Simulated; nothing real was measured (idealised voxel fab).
Process module under the name voxel released beams
Section shown: cut. Width: 205 nm. Cell size: 5 nm, square.
Cross-section format: a grid of square cells, given as bands from top to bottom; each band is one or more rows of cells. A band entry consists of two parts. The first gives the height of the band's top and the height of its bottom, in nm. The rest lists the band's materials from left to right, each with its width in nm. A single material labelled with the word "full width" fills the band from edge to edge, and the word "air" marks empty space. Counting heights begins at 0, where everything beneath is, in the wafer as received, one material. The lowest band has no bottom; it goes on downwards, as "0..down" shows. When a width is written as two numbers, as in "30->40", the first number is the width in the top row of cells of the band and the second is the width in its bottom row, and the width changes by the same amount from each row to the next. Basically "nothing changed" means that step didn't change any cell in the cross-section. Entry "Closed-off voids". Content: empty spaces with no open connection to the top, size 8 cells or greater. Each: width x height at distance. Distance: from left edge. Unit: nm. Note: text after step settings on the step line = simulator remark on that step. overlay nm: step with mask; distance mask lay right of planned place; negative value = left of planned place.

## Process steps - plan
1 RECEIVE | material Si
2 CONFORMAL_DEP | material Al2O3 | thk nm 10
3 DIRECTIONAL_DEP | material SiO2 | thk nm 15
4 DIRECTIONAL_DEP | material aC | thk nm 10
5 PATTERN | tone open | mask id ANCHOR | material resist | width nm 30 | thk nm 30 | overlay nm 0
6 DIRECTIONAL_ETCH | etch materials aC | depth nm 10
7 STRIP | etch materials resist
8 DIRECTIONAL_ETCH | etch materials SiO2 | depth nm 15
9 STRIP | etch materials aC
10 CONFORMAL_DEP | material SiN | thk nm 10
11 PATTERN | tone cover | mask id BEAM | material resist | width nm 100 | thk nm 20 | overlay nm -15
12 DIRECTIONAL_ETCH | etch materials SiN | depth nm 10
13 STRIP | etch materials resist
14 STRIP | etch materials SiO2
The value of overlay nm given for step 11 in the plan refers to the first wafer; the wafers vary in this setting and are alike at the start.

## Cut through the first of several wafers as received, post step 1
* 0..down: Si full width
* Closed-off voids: none

## End of module, by wafer: material-by-material cell gain (+) or loss (-) since receipt, then closed voids
overlay nm -15 | +82 Al2O3 | +52 SiN | Closed-off voids: none
overlay nm -10 | +82 Al2O3 | +52 SiN | Closed-off voids: none
overlay nm -5 | +82 Al2O3 | +52 SiN | Closed-off voids: none
overlay nm 0 | +82 Al2O3 | +52 SiN | Closed-off voids: none
overlay nm 5 | +82 Al2O3 | +52 SiN | Closed-off voids: none
overlay nm 10 | +82 Al2O3 | +52 SiN | Closed-off voids: none
overlay nm 15 | +82 Al2O3 | +52 SiN | Closed-off voids: none
